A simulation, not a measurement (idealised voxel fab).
process module | voxel ribs on slabs
cross-section cut | 260 nm wide | cells 5 nm
A cross-section is a grid of square cells, given in bands from the top down. A band is one or more rows of cells.
Each band's line starts with the height of the band's top and of its bottom, in nm. Then come its materials from left to right, each with its width in nm. One material with "throughout" fills the band from edge to edge. "air" is empty space.
Height 0 is the level under which the wafer as received is all one material. The lowest band goes on downwards, as in "0 down".
A width such as "30 to 40" changes by the same amount from each row of cells to the next, from the band's top row to its bottom row.
"no change" after a step means that no cell of the cross-section changed.
closed voids: empty space of 8 cells or more with no open way to the top, each as width x height at its distance from the left edge, in nm
after a step's settings: what the simulator itself notes on the step
overlay nm, on a step with a mask: how far to the right of its planned place the mask lay; to the left if negative
plan
1 op RECEIVE | material Si
2 op DIRECTIONAL_DEP | material SiO2 | thk nm 20
3 op DIRECTIONAL_DEP | material polySi | thk nm 25
4 op MASKED_ETCH | tone cover | mask id RIB | width nm 15 | etch materials polySi | depth nm 20 | overlay nm 0
5 op PATTERN | tone cover | mask id SLAB | material resist | width nm 75 | thk nm 20 | overlay nm 0
6 op DIRECTIONAL_ETCH | etch materials polySi | depth nm 5
7 op STRIP | etch materials resist
8 op FILL_DEP | material SiO2 | thk nm 25
9 op CMP | height nm 65
10 op DIRECTIONAL_DEP | material W | thk nm 5
11 op MASKED_ETCH | tone cover | mask id HEATER | width nm 25 | etch materials W | depth nm 5 | overlay nm 0
12 op CONFORMAL_DEP | material SiN | thk nm 5
first wafer, as planned
as received, after step 1
  0 down: Si throughout
  closed voids: none
after step 2
  20 to 0: SiO2 throughout
  below 0: unchanged
after step 3
  45 to 20: polySi throughout
  below 20: unchanged
after step 4
  45 to 25: air 120 | polySi 15 | air 125
  below 25: unchanged
after step 5
  65 to 45: air 90 | resist 75 | air 95
  45 to 25: air 90 | resist 30 | polySi 15 | resist 30 | air 95
  below 25: unchanged
after step 6
  65 to 45: air 90 | resist 75 | air 95
  45 to 25: air 90 | resist 30 | polySi 15 | resist 30 | air 95
  25 to 20: air 90 | polySi 75 | air 95
  below 20: unchanged
after step 7
  45 to 25: air 120 | polySi 15 | air 125
  below 25: unchanged
after step 8
  70 to 45: SiO2 throughout
  45 to 25: SiO2 120 | polySi 15 | SiO2 125
  25 to 20: SiO2 90 | polySi 75 | SiO2 95
  below 20: unchanged
after step 9
  65 to 45: SiO2 throughout
  below 45: unchanged
after step 10
  70 to 65: W throughout
  below 65: unchanged
after step 11
  70 to 65: air 115 | W 25 | air 120
  below 65: unchanged
after step 12
  75 to 70: air 110 | SiN 35 | air 115
  70 to 65: SiN 115 | W 25 | SiN 120
  below 65: unchanged
second wafer: like start, like plan, one mistake. Through step 4 it matches the first wafer
when step 5 should have ended
  65 to 45: air 90 | resist 80 | air 90
  45 to 25: air 90 | resist 30 | polySi 15 | resist 35 | air 90
  below 25: unchanged
when step 6 should have ended
  65 to 45: air 90 | resist 80 | air 90
  45 to 25: air 90 | resist 30 | polySi 15 | resist 35 | air 90
  25 to 20: air 90 | polySi 80 | air 90
  below 20: unchanged
when step 7 should have ended
  45 to 25: air 120 | polySi 15 | air 125
  below 25: unchanged
when step 8 should have ended
  70 to 45: SiO2 throughout
  45 to 25: SiO2 120 | polySi 15 | SiO2 125
  25 to 20: SiO2 90 | polySi 80 | SiO2 90
  below 20: unchanged
when step 9 should have ended
  65 to 45: SiO2 throughout
  below 45: unchanged
when step 10 should have ended
  70 to 65: W throughout
  below 65: unchanged
when step 11 should have ended
  70 to 65: air 115 | W 25 | air 120
  below 65: unchanged
when step 12 should have ended
  75 to 70: air 110 | SiN 35 | air 115
  70 to 65: SiN 115 | W 25 | SiN 120
  below 65: unchanged
what went wrong: step 5 ran as: op PATTERN | tone cover | mask id SLAB | material resist | width nm 80 | thk nm 20 | overlay nm 0
at the end the second wafer has, in cells: 1 fewer of SiO2 | 1 more of polySi
